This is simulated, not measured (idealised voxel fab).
Presented below is a process module, voxel gate over fins.
Square cell edge 5 nm, section width 230 nm, ID cut.
Reading order for cross-sections: top band down to bottom band. Underlying form: a grid of square cells. Band size: one or more rows of cells. In this notation a band is specified by the heights of its top and bottom, in that order and in nm, after which its materials appear from left to right, each paired with its width in nm. The word "full width" attached to a single material means that material fills the band from edge to edge; the word "air" stands for empty space. Height reference: 0 = level under which incoming wafer is all one material. Lowest band: no bottom, runs on downward, e.g. "0 down". Quick explanation for "30..40": the width changes in equal steps down the rows of cells, from the first number in the band's top row to the second number in its bottom row. Any step labelled "all unchanged" changed none of the cells in the cross-section. Entry "Enclosed empty spaces" = empty spaces >= 8 cells with no open way to the top; each as width x height at distance, distance from left edge, all nm. It should be noted that, on the line of a given step, the content following the step's settings is a remark produced by the simulator itself with respect to that step. On any step carrying a mask, the "overlay nm" setting, if present on the step's line, tells how far right of its planned place the mask lay; negative values point to the left.
Planned process steps
- 1: RECEIVE,material Si
- 2: CONFORMAL_DEP,material SiN,thk nm 10
- 3: MASKED_ETCH,tone cover,mask id FINS,width nm 15,pitch nm 50,etch materials SiN,depth nm 10,overlay nm 0
- 4: MASKED_ETCH,tone cover,mask id FINS,width nm 15,pitch nm 50,etch materials Si,depth nm 35,overlay nm 0
- 5: FILL_DEP,material SiO2,thk nm 5
- 6: CMP,height nm 10
- 7: MASKED_ETCH,tone open,mask id RAIL,width nm 15,etch materials SiO2,depth nm 40,overlay nm 0
- 8: CONFORMAL_DEP,material TiN,thk nm 5
- 9: FILL_DEP,material Ru,thk nm 10
- 10: CMP,height nm 10
- 11: SELECTIVE_ETCH,etch materials W Ru TiN,depth nm 35
- 12: FILL_DEP,material SiO2,thk nm 5
- 13: CMP,height nm 10
- 14: SELECTIVE_ETCH,etch materials SiO2,depth nm 25
- 15: STRIP,etch materials SiN
- 16: CONFORMAL_DEP,material HfO2,thk nm 5
- 17: CONFORMAL_DEP,material TiN,thk nm 5
- 18: CONFORMAL_DEP,material TiAl,thk nm 5
- 19: CONFORMAL_DEP,material TiN,thk nm 5
- 20: FILL_DEP,material W,thk nm 10
- 21: CMP,height nm 25
- 22: CONFORMAL_DEP,material SiCN,thk nm 5
Incoming wafer, cross-sectional view, post step 1
0 down  Si full width
Enclosed empty spaces: none
First of two wafers, end-of-module section, run followed plan
30 to 25  SiCN full width
25 to 20  W full width
20 to 15  60 W | 105 TiN | 65 W
15 to 10  60 W | 5 TiN | 45 TiAl | 5 TiN | 45 TiAl | 5 TiN | 65 W
10 to 5  60 W | 5 TiN | 5 TiAl | 35 TiN | 5 TiAl | 5 TiN | 5 TiAl | 35 TiN | 5 TiAl | 5 TiN | 65 W
5 to 0  65 TiN | 5 TiAl | 5 TiN | 25 HfO2 | 5 TiN | 5 TiAl | 5 TiN | 5 TiAl | 5 TiN | 25 HfO2 | 5 TiN | 5 TiAl | 70 TiN
0 to -5  70 TiAl | 5 TiN | 5 HfO2 | 15 Si | 5 HfO2 | 5 TiN | 15 TiAl | 5 TiN | 5 HfO2 | 15 Si | 5 HfO2 | 5 TiN | 75 TiAl
-5 to -10  75 TiN | 5 HfO2 | 15 Si | 5 HfO2 | 25 TiN | 5 HfO2 | 15 Si | 5 HfO2 | 80 TiN
-10 to -15  80 HfO2 | 15 Si | 35 HfO2 | 15 Si | 85 HfO2
-15 to -25  80 SiO2 | 15 Si | 35 SiO2 | 15 Si | 85 SiO2
-25 to -30  80 SiO2 | 15 Si | 10 SiO2 | 15 TiN | 10 SiO2 | 15 Si | 85 SiO2
-30 to -35  80 SiO2 | 15 Si | 35 SiO2 | 15 Si | 85 SiO2
-35 down  Si full width
Enclosed empty spaces: none
Second wafer cross-section at end of module - shared start and plan with the first, one mistake in the run
30 to 25  SiCN full width
25 to 20  W full width
20 to 15  60 W | 105 TiN | 65 W
15 to 10  60 W | 5 TiN | 45 TiAl | 5 TiN | 45 TiAl | 5 TiN | 65 W
10 to 5  60 W | 5 TiN | 5 TiAl | 35 TiN | 5 TiAl | 5 TiN | 5 TiAl | 35 TiN | 5 TiAl | 5 TiN | 65 W
5 to 0  65 TiN | 5 TiAl | 5 TiN | 25 HfO2 | 5 TiN | 5 TiAl | 5 TiN | 5 TiAl | 5 TiN | 25 HfO2 | 5 TiN | 5 TiAl | 70 TiN
0 to -5  70 TiAl | 5 TiN | 5 HfO2 | 15 Si | 5 HfO2 | 5 TiN | 15 TiAl | 5 TiN | 5 HfO2 | 15 Si | 5 HfO2 | 5 TiN | 75 TiAl
-5 to -10  75 TiN | 5 HfO2 | 15 Si | 5 HfO2 | 25 TiN | 5 HfO2 | 15 Si | 5 HfO2 | 80 TiN
-10 to -15  80 HfO2 | 15 Si | 35 HfO2 | 15 Si | 85 HfO2
-15 to -25  80 SiO2 | 15 Si | 35 SiO2 | 15 Si | 85 SiO2
-25 to -30  80 SiO2 | 15 Si | 5 SiO2 | 25 TiN | 5 SiO2 | 15 Si | 85 SiO2
-30 to -35  80 SiO2 | 15 Si | 35 SiO2 | 15 Si | 85 SiO2
-35 down  Si full width
Enclosed empty spaces: none
In executing the process, a mistake was made relative to the plan: planned and actual differ for step 7; actual: MASKED_ETCH,tone open,mask id RAIL,width nm 25,etch materials SiO2,depth nm 40,overlay nm 0
The second wafer ends with more or fewer cells of some materials than the first, per final count: SiO2: 2 fewer; TiN: 2 more
